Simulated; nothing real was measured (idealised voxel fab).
Process module under the name voxel transistor to metal
Shown is cross-section cut, with a width of 285 nm and square cells of size 5 nm.
Heads up, the way a cross-section reads in here is a grid of square cells, handed over as bands from the top down, with every band being one or more rows of cells.
The entry gives the band's vertical extent as a top height and a bottom height in nm, then its horizontal make-up as materials from left to right, each with a width in nm. "empty" stands for empty space; a single material marked "edge to edge" fills the band edge to edge.
Height 0 is the level under which the wafer as received is all one material. The lowest band goes on downwards, as in "from 0 down".
A two-number width, for instance "30 to 40", indicates that the width is equal to the first number in the top row of the band and to the second number in the bottom row, and that it changes by a constant amount per row of cells.
When a step is marked "stayed the same", none of the cells in the cross-section changed during that step.
Enclosed voids (no open way to top), threshold 8 cells or more, entry "Closed void listing", notation width x height at distance, distance from left edge, nm.
On each step's line, the part that comes after the settings is the simulator's own comment on the step.
"overlay nm" on a masked step: distance the mask lay right of its planned place, negative for left.
## Steps in the process plan
| 1 | RECEIVE: material Si |
| 2 | CONFORMAL_DEP: material SiO2, thk nm 5 |
| 3 | CONFORMAL_DEP: material SiN, thk nm 10 |
| 4 | DIRECTIONAL_DEP: material aC, thk nm 10 |
| 5 | PATTERN: tone cover, mask id ACTIVE, material resist, width nm 100, pitch nm 130, thk nm 25, overlay nm 0 |
| 6 | DIRECTIONAL_ETCH: etch materials aC, depth nm 10 |
| 7 | STRIP: etch materials resist |
| 8 | DIRECTIONAL_ETCH: etch materials SiN, depth nm 10 |
| 9 | DIRECTIONAL_ETCH: etch materials SiO2, depth nm 5 |
| 10 | DIRECTIONAL_ETCH: etch materials Si, depth nm 35 |
| 11 | STRIP: etch materials aC |
| 12 | FILL_DEP: material SiO2, thk nm 15 |
| 13 | CMP: height nm 15 |
| 14 | SELECTIVE_ETCH: etch materials SiO2, depth nm 10 |
| 15 | STRIP: etch materials SiN |
| 16 | SELECTIVE_ETCH: etch materials SiO2, depth nm 5 |
| 17 | OXIDIZE: depth nm 5 |
| 18 | DIRECTIONAL_DEP: material polySi, thk nm 20 |
| 19 | DIRECTIONAL_DEP: material SiCN, thk nm 15 |
| 20 | DIRECTIONAL_DEP: material aC, thk nm 10 |
| 21 | PATTERN: tone cover, mask id GATE, material resist, width nm 20, pitch nm 130, thk nm 25, overlay nm 0 |
| 22 | DIRECTIONAL_ETCH: etch materials aC, depth nm 10 |
| 23 | STRIP: etch materials resist |
| 24 | DIRECTIONAL_ETCH: etch materials SiCN, depth nm 25 |
| 25 | DIRECTIONAL_ETCH: etch materials polySi, depth nm 30 |
| 26 | STRIP: etch materials aC |
| 27 | CONFORMAL_DEP: material SiO2, thk nm 5 |
| 28 | DIRECTIONAL_ETCH: etch materials SiO2, depth nm 5 |
| 29 | CONFORMAL_DEP: material SiN, thk nm 10 |
| 30 | DIRECTIONAL_ETCH: etch materials SiN, depth nm 10 |
| 31 | DIRECTIONAL_ETCH: etch materials SiO2, depth nm 5 |
| 32 | DIRECTIONAL_ETCH: etch materials Si, depth nm 15 |
| 33 | EPI: material nSi, thk nm 20 |
| 34 | FILL_DEP: material SiO2, thk nm 10 |
| 35 | CMP: height nm 35 |
| 36 | DIRECTIONAL_DEP: material SiO2, thk nm 15 |
| 37 | PATTERN: tone open, mask id CONTACT, material resist, width nm 15, thk nm 20, overlay nm 0 |
| 38 | DIRECTIONAL_ETCH: etch materials SiO2, depth nm 35 |
| 39 | STRIP: etch materials resist |
| 40 | CONFORMAL_DEP: material TiN, thk nm 5 |
| 41 | FILL_DEP: material Ru, thk nm 5 |
| 42 | CMP: height nm 50 |
| 43 | DIRECTIONAL_DEP: material TiN, thk nm 5 |
| 44 | DIRECTIONAL_DEP: material Ru, thk nm 25 |
| 45 | MASKED_ETCH: tone cover, mask id METAL_1, width nm 15, etch materials Ru, depth nm 25, overlay nm 0 |
| 46 | MASKED_ETCH: tone cover, mask id METAL_1, width nm 15, etch materials TiN, depth nm 5, overlay nm 0 |
| 47 | CONFORMAL_DEP: material SiN, thk nm 5 |
| 48 | FILL_DEP: material lowk, thk nm 10 |
| 49 | CMP: height nm 80 |
| 50 | CONFORMAL_DEP: material SiCN, thk nm 5 |
Keep in mind the plan's value for the depth nm of step 31 comes from the first wafer; the wafers don't share that setting, but they do share the same starting point.
## First of several wafers (as received, post step 1), cross-sectional view
  from 0 down  Si edge to edge
  Closed void listing: none
## first wafer at the end, after step 50
  from 85 to 80  SiCN edge to edge
  from 80 to 55  lowk 25 nm | SiN 5 nm | Ru 15 nm | SiN 5 nm | lowk 50 nm | SiN 5 nm | Ru 15 nm | SiN 5 nm | lowk 30 nm | SiN 5 nm | Ru 15 nm | SiN 5 nm | lowk 50 nm | SiN 5 nm | Ru 15 nm | SiN 5 nm | lowk 30 nm
  from 55 to 50  SiN 30 nm | TiN 15 nm | SiN 60 nm | TiN 15 nm | SiN 40 nm | TiN 15 nm | SiN 60 nm | TiN 15 nm | SiN 35 nm
  from 50 to 35  SiO2 30 nm | TiN 5 nm | Ru 5 nm | TiN 5 nm | SiO2 60 nm | TiN 5 nm | Ru 5 nm | TiN 5 nm | SiO2 40 nm | TiN 5 nm | Ru 5 nm | TiN 5 nm | SiO2 60 nm | TiN 5 nm | Ru 5 nm | TiN 5 nm | SiO2 35 nm
  from 35 to 20  SiO2 30 nm | TiN 5 nm | Ru 5 nm | TiN 5 nm | SiO2 5 nm | SiN 10 nm | SiO2 5 nm | SiCN 20 nm | SiO2 5 nm | SiN 10 nm | SiO2 5 nm | TiN 5 nm | Ru 5 nm | TiN 5 nm | SiO2 40 nm | TiN 5 nm | Ru 5 nm | TiN 5 nm | SiO2 5 nm | SiN 10 nm | SiO2 5 nm | SiCN 20 nm | SiO2 5 nm | SiN 10 nm | SiO2 5 nm | TiN 5 nm | Ru 5 nm | TiN 5 nm | SiO2 35 nm
  from 20 to 15  SiO2 30 nm | TiN 15 nm | SiO2 5 nm | SiN 10 nm | SiO2 5 nm | polySi 20 nm | SiO2 5 nm | SiN 10 nm | SiO2 5 nm | TiN 15 nm | SiO2 40 nm | TiN 15 nm | SiO2 5 nm | SiN 10 nm | SiO2 5 nm | polySi 20 nm | SiO2 5 nm | SiN 10 nm | SiO2 5 nm | TiN 15 nm | SiO2 35 nm
  from 15 to 0  SiO2 30 nm | nSi 20 nm | SiN 10 nm | SiO2 5 nm | polySi 20 nm | SiO2 5 nm | SiN 10 nm | nSi 20 nm | SiO2 40 nm | nSi 20 nm | SiN 10 nm | SiO2 5 nm | polySi 20 nm | SiO2 5 nm | SiN 10 nm | nSi 20 nm | SiO2 35 nm
  from 0 to -5  SiO2 20 nm | nSi 30 nm | SiO2 50 nm | nSi 30 nm | SiO2 20 nm | nSi 30 nm | SiO2 50 nm | nSi 30 nm | SiO2 25 nm
  from -5 to -20  SiO2 25 nm | nSi 25 nm | Si 50 nm | nSi 25 nm | SiO2 30 nm | nSi 25 nm | Si 50 nm | nSi 25 nm | SiO2 30 nm
  from -20 to -35  SiO2 25 nm | Si 100 nm | SiO2 30 nm | Si 100 nm | SiO2 30 nm
  from -35 down  Si edge to edge
  Closed void listing: none
## The module's end: a cross-section of the last wafer
  from 85 to 80  SiCN edge to edge
  from 80 to 55  lowk 25 nm | SiN 5 nm | Ru 15 nm | SiN 5 nm | lowk 50 nm | SiN 5 nm | Ru 15 nm | SiN 5 nm | lowk 30 nm | SiN 5 nm | Ru 15 nm | SiN 5 nm | lowk 50 nm | SiN 5 nm | Ru 15 nm | SiN 5 nm | lowk 30 nm
  from 55 to 50  SiN 30 nm | TiN 15 nm | SiN 60 nm | TiN 15 nm | SiN 40 nm | TiN 15 nm | SiN 60 nm | TiN 15 nm | SiN 35 nm
  from 50 to 35  SiO2 30 nm | TiN 5 nm | Ru 5 nm | TiN 5 nm | SiO2 60 nm | TiN 5 nm | Ru 5 nm | TiN 5 nm | SiO2 40 nm | TiN 5 nm | Ru 5 nm | TiN 5 nm | SiO2 60 nm | TiN 5 nm | Ru 5 nm | TiN 5 nm | SiO2 35 nm
  from 35 to 20  SiO2 30 nm | TiN 5 nm | Ru 5 nm | TiN 5 nm | SiO2 5 nm | SiN 10 nm | SiO2 5 nm | SiCN 20 nm | SiO2 5 nm | SiN 10 nm | SiO2 5 nm | TiN 5 nm | Ru 5 nm | TiN 5 nm | SiO2 40 nm | TiN 5 nm | Ru 5 nm | TiN 5 nm | SiO2 5 nm | SiN 10 nm | SiO2 5 nm | SiCN 20 nm | SiO2 5 nm | SiN 10 nm | SiO2 5 nm | TiN 5 nm | Ru 5 nm | TiN 5 nm | SiO2 35 nm
  from 20 to 15  SiO2 30 nm | TiN 15 nm | SiO2 5 nm | SiN 10 nm | SiO2 5 nm | polySi 20 nm | SiO2 5 nm | SiN 10 nm | SiO2 5 nm | TiN 15 nm | SiO2 40 nm | TiN 15 nm | SiO2 5 nm | SiN 10 nm | SiO2 5 nm | polySi 20 nm | SiO2 5 nm | SiN 10 nm | SiO2 5 nm | TiN 15 nm | SiO2 35 nm
  from 15 to 0  SiO2 30 nm | nSi 20 nm | SiN 10 nm | SiO2 5 nm | polySi 20 nm | SiO2 5 nm | SiN 10 nm | nSi 20 nm | SiO2 40 nm | nSi 20 nm | SiN 10 nm | SiO2 5 nm | polySi 20 nm | SiO2 5 nm | SiN 10 nm | nSi 20 nm | SiO2 35 nm
  from 0 to -5  SiO2 10 nm | nSi 40 nm | SiO2 50 nm | nSi 80 nm | SiO2 50 nm | nSi 40 nm | SiO2 15 nm
  from -5 to -15  SiO2 10 nm | nSi 40 nm | Si 50 nm | nSi 80 nm | Si 50 nm | nSi 40 nm | SiO2 15 nm
  from -15 to -20  SiO2 25 nm | nSi 25 nm | Si 50 nm | nSi 25 nm | SiO2 30 nm | nSi 25 nm | Si 50 nm | nSi 25 nm | SiO2 30 nm
  from -20 to -35  SiO2 25 nm | Si 100 nm | SiO2 30 nm | Si 100 nm | SiO2 30 nm
  from -35 down  Si edge to edge
  Closed void listing: none
## So in this table every wafer gets its own row, and what you see is where it stands at the end of the module: for each material, how many cells it picked up (+) or gave up (-) since we received it, and after that its closed voids
depth nm 5 | +84 Ru | -219 Si | +81 SiCN | +141 SiN | +461 SiO2 | +72 TiN | +185 lowk | +132 nSi | +32 polySi | Closed void listing: none
depth nm 10 | +84 Ru | -219 Si | +81 SiCN | +141 SiN | +449 SiO2 | +72 TiN | +185 lowk | +144 nSi | +32 polySi | Closed void listing: none
depth nm 15 | +84 Ru | -219 Si | +81 SiCN | +141 SiN | +429 SiO2 | +72 TiN | +185 lowk | +164 nSi | +32 polySi | Closed void listing: none
